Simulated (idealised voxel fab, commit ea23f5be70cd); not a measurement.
The document below concerns the process module designated voxel transistor to metal.
Square cells of 5 nm make up the cross-section cut, whose width is 185 nm.
Bands, listed from the top down, are how a cross-section gets written in this document; the cross-section itself is a grid of square cells, and a band is one or more rows of them. The band entry comprises the height of the band's top followed by the height of its bottom, expressed in nm, and subsequently the band's materials from left to right, each stated together with its width in nm. Where a single material is marked with the word "throughout", that material fills the band from edge to edge. The word "air" represents empty space. Height is counted from the level 0, under which the received wafer is composed throughout of one material. The lowest of the bands is not closed at the bottom but continues downward, in the notation "top 0, no bottom". A width such as "30 to 40" changes by the same amount from each row of cells to the next, from the band's top row to its bottom row. "no change", as given for a step, is the statement that not any cell of the cross-section underwent a change during that step. Listed in "Voids, enclosed": every empty space of 8 or more cells without an open way to the top. Form: width x height at distance, the distance being from the left edge, all in nm. Past the settings on a step's line: simulator remark, on that step. You can add "overlay nm" to a step's line. For a step with a mask, it describes how far the mask lay to the right of its planned position, and a negative number describes a lay to the left.

[Process steps foreseen in the plan]
| 1 | RECEIVE | material Si |
| 2 | OXIDIZE | depth nm 5 |
| 3 | CONFORMAL_DEP | material SiN | thk nm 10 |
| 4 | MASKED_ETCH | tone cover | mask id ACTIVE | width nm 115 | etch materials SiN | depth nm 10 | overlay nm 0 |
| 5 | MASKED_ETCH | tone cover | mask id ACTIVE | width nm 115 | etch materials SiO2 | depth nm 5 | overlay nm 0 |
| 6 | MASKED_ETCH | tone cover | mask id ACTIVE | width nm 115 | etch materials Si | depth nm 35 | overlay nm 0 |
| 7 | OXIDIZE | depth nm 5 |
| 8 | FILL_DEP | material SiO2 | thk nm 10 |
| 9 | CMP | height nm 10 |
| 10 | SELECTIVE_ETCH | etch materials SiO2 | depth nm 10 |
| 11 | STRIP | etch materials SiN |
| 12 | SELECTIVE_ETCH | etch materials SiO2 | depth nm 5 |
| 13 | OXIDIZE | depth nm 5 |
| 14 | DIRECTIONAL_DEP | material polySi | thk nm 25 |
| 15 | DIRECTIONAL_DEP | material SiCN | thk nm 15 |
| 16 | PATTERN | tone cover | mask id GATE | material resist | width nm 35 | thk nm 20 | overlay nm 0 |
| 17 | DIRECTIONAL_ETCH | etch materials SiCN | depth nm 25 |
| 18 | DIRECTIONAL_ETCH | etch materials polySi | depth nm 35 |
| 19 | STRIP | etch materials resist |
| 20 | CONFORMAL_DEP | material SiN | thk nm 10 |
| 21 | DIRECTIONAL_ETCH | etch materials SiN | depth nm 10 |
| 22 | DIRECTIONAL_ETCH | etch materials SiO2 | depth nm 5 |
| 23 | DIRECTIONAL_ETCH | etch materials Si | depth nm 15 |
| 24 | EPI | material pSi | thk nm 15 |
| 25 | FILL_DEP | material SiO2 | thk nm 10 |
| 26 | CMP | height nm 20 |
| 27 | STRIP | etch materials polySi |
| 28 | SELECTIVE_ETCH | etch materials SiO2 | depth nm 5 |
| 29 | CONFORMAL_DEP | material HfO2 | thk nm 5 |
| 30 | CONFORMAL_DEP | material TiN | thk nm 5 |
| 31 | FILL_DEP | material W | thk nm 10 |
| 32 | CMP | height nm 15 |
| 33 | DIRECTIONAL_DEP | material SiO2 | thk nm 10 |
| 34 | PATTERN | tone open | mask id CONTACT | material resist | width nm 15 | pitch nm 80 | thk nm 20 | overlay nm 0 |
| 35 | DIRECTIONAL_ETCH | etch materials SiO2 | depth nm 35 |
| 36 | STRIP | etch materials resist |
| 37 | CONFORMAL_DEP | material TiN | thk nm 5 |
| 38 | FILL_DEP | material W | thk nm 5 |
| 39 | CMP | height nm 25 |
| 40 | CONFORMAL_DEP | material SiN | thk nm 5 |
| 41 | DIRECTIONAL_DEP | material SiO2 | thk nm 15 |
| 42 | MASKED_ETCH | tone open | mask id METAL_1 | width nm 15 | pitch nm 80 | etch materials SiO2 | depth nm 15 | overlay nm 0 |
| 43 | MASKED_ETCH | tone open | mask id METAL_1 | width nm 15 | pitch nm 80 | etch materials SiN | depth nm 5 | overlay nm 0 |
| 44 | CONFORMAL_DEP | material TiN | thk nm 5 |
| 45 | FILL_DEP | material Cu | thk nm 10 |
| 46 | CMP | height nm 45 |
| 47 | CONFORMAL_DEP | material SiCN | thk nm 5 |
| 48 | DIRECTIONAL_DEP | material SiO2 | thk nm 30 |
| 49 | MASKED_ETCH | tone open | mask id METAL_2 | width nm 15 | pitch nm 80 | etch materials SiO2 | depth nm 20 | overlay nm 0 |
| 50 | PATTERN | tone open | mask id METAL_2_HOLES | material resist | width nm 15 | pitch nm 80 | thk nm 20 | overlay nm 0 |
| 51 | DIRECTIONAL_ETCH | etch materials SiO2 | depth nm 10 |
| 52 | DIRECTIONAL_ETCH | etch materials SiCN | depth nm 5 |
| 53 | STRIP | etch materials resist |
| 54 | CONFORMAL_DEP | material TiN | thk nm 5 |
| 55 | FILL_DEP | material Cu | thk nm 10 |
| 56 | CMP | height nm 80 |
| 57 | CONFORMAL_DEP | material SiN | thk nm 5 |

[Received-state cross-section, reflecting completion of step 1]
* top 0, no bottom  Si throughout
* Voids, enclosed: none

[Module complete - cross-section of the first of two wafers, run according to plan]
* top 85, bottom 80  SiN throughout
* top 80, bottom 50  SiO2 (45)  TiN (5)  Cu (5)  TiN (5)  SiO2 (65)  TiN (5)  Cu (5)  TiN (5)  SiO2 (45)
* top 50, bottom 45  SiCN (45)  TiN (15)  SiCN (65)  TiN (15)  SiCN (45)
* top 45, bottom 30  SiO2 (45)  TiN (5)  Cu (5)  TiN (5)  SiO2 (65)  TiN (5)  Cu (5)  TiN (5)  SiO2 (45)
* top 30, bottom 25  SiN (45)  TiN (15)  SiN (65)  TiN (15)  SiN (45)
* top 25, bottom 15  SiO2 (45)  TiN (5)  W (5)  TiN (5)  SiO2 (65)  TiN (5)  W (5)  TiN (5)  SiO2 (45)
* top 15, bottom 10  SiO2 (45)  TiN (5)  W (5)  TiN (5)  SiO2 (5)  SiN (10)  HfO2 (5)  TiN (5)  W (15)  TiN (5)  HfO2 (5)  SiN (10)  SiO2 (5)  TiN (5)  W (5)  TiN (5)  SiO2 (45)
* top 10, bottom 5  SiO2 (45)  TiN (15)  SiO2 (5)  SiN (10)  HfO2 (5)  TiN (5)  W (15)  TiN (5)  HfO2 (5)  SiN (10)  SiO2 (5)  TiN (15)  SiO2 (45)
* top 5, bottom 0  SiO2 (45)  TiN (5)  pSi (15)  SiN (10)  HfO2 (5)  TiN (5)  W (15)  TiN (5)  HfO2 (5)  SiN (10)  pSi (15)  TiN (5)  SiO2 (45)
* top 0, bottom -5  SiO2 (45)  TiN (5)  pSi (15)  SiN (10)  HfO2 (5)  TiN (25)  HfO2 (5)  SiN (10)  pSi (15)  TiN (5)  SiO2 (45)
* top -5, bottom -10  SiO2 (45)  TiN (5)  pSi (15)  SiO2 (5)  HfO2 (45)  SiO2 (5)  pSi (15)  TiN (5)  SiO2 (45)
* top -10, bottom -25  SiO2 (40)  pSi (25)  Si (55)  pSi (25)  SiO2 (40)
* top -25, bottom -45  SiO2 (40)  Si (105)  SiO2 (40)
* top -45, no bottom  Si throughout
* Voids, enclosed: none

[Wafer two, sectioned after the module: the first wafer's start, the first wafer's plan, and one mistake in how it was run]
* top 85, bottom 80  SiN throughout
* top 80, bottom 50  SiO2 (45)  TiN (5)  Cu (5)  TiN (5)  SiO2 (65)  TiN (5)  Cu (5)  TiN (5)  SiO2 (45)
* top 50, bottom 45  SiCN (45)  TiN (15)  SiCN (65)  TiN (15)  SiCN (45)
* top 45, bottom 30  SiO2 (45)  TiN (5)  Cu (5)  TiN (5)  SiO2 (65)  TiN (5)  Cu (5)  TiN (5)  SiO2 (45)
* top 30, bottom 25  SiN (45)  TiN (15)  SiN (65)  TiN (15)  SiN (45)
* top 25, bottom 20  SiO2 (45)  TiN (5)  W (5)  TiN (5)  SiO2 (65)  TiN (5)  W (5)  TiN (5)  SiO2 (45)
* top 20, bottom 15  SiO2 (45)  TiN (15)  SiO2 (65)  TiN (15)  SiO2 (45)
* top 15, bottom 10  HfO2 (65)  SiN (10)  HfO2 (5)  TiN (5)  W (15)  TiN (5)  HfO2 (5)  SiN (10)  HfO2 (65)
* top 10, bottom 5  SiO2 (65)  SiN (10)  HfO2 (5)  TiN (5)  W (15)  TiN (5)  HfO2 (5)  SiN (10)  SiO2 (65)
* top 5, bottom 0  SiO2 (50)  pSi (15)  SiN (10)  HfO2 (5)  TiN (5)  W (15)  TiN (5)  HfO2 (5)  SiN (10)  pSi (15)  SiO2 (50)
* top 0, bottom -5  SiO2 (50)  pSi (15)  SiN (10)  HfO2 (5)  TiN (25)  HfO2 (5)  SiN (10)  pSi (15)  SiO2 (50)
* top -5, bottom -10  SiO2 (50)  pSi (15)  SiO2 (5)  HfO2 (45)  SiO2 (5)  pSi (15)  SiO2 (50)
* top -10, bottom -25  SiO2 (40)  pSi (25)  Si (55)  pSi (25)  SiO2 (40)
* top -25, bottom -45  SiO2 (40)  Si (105)  SiO2 (40)
* top -45, no bottom  Si throughout
* Voids, enclosed: none
Run error: so step 26 ended up running with a different setting than we planned, it ran as CMP | height nm 15
Counted in cells at the end, the second wafer holds more or fewer of these materials than the first: 26 more of HfO2, 8 fewer of SiO2, 14 fewer of TiN, 4 fewer of W
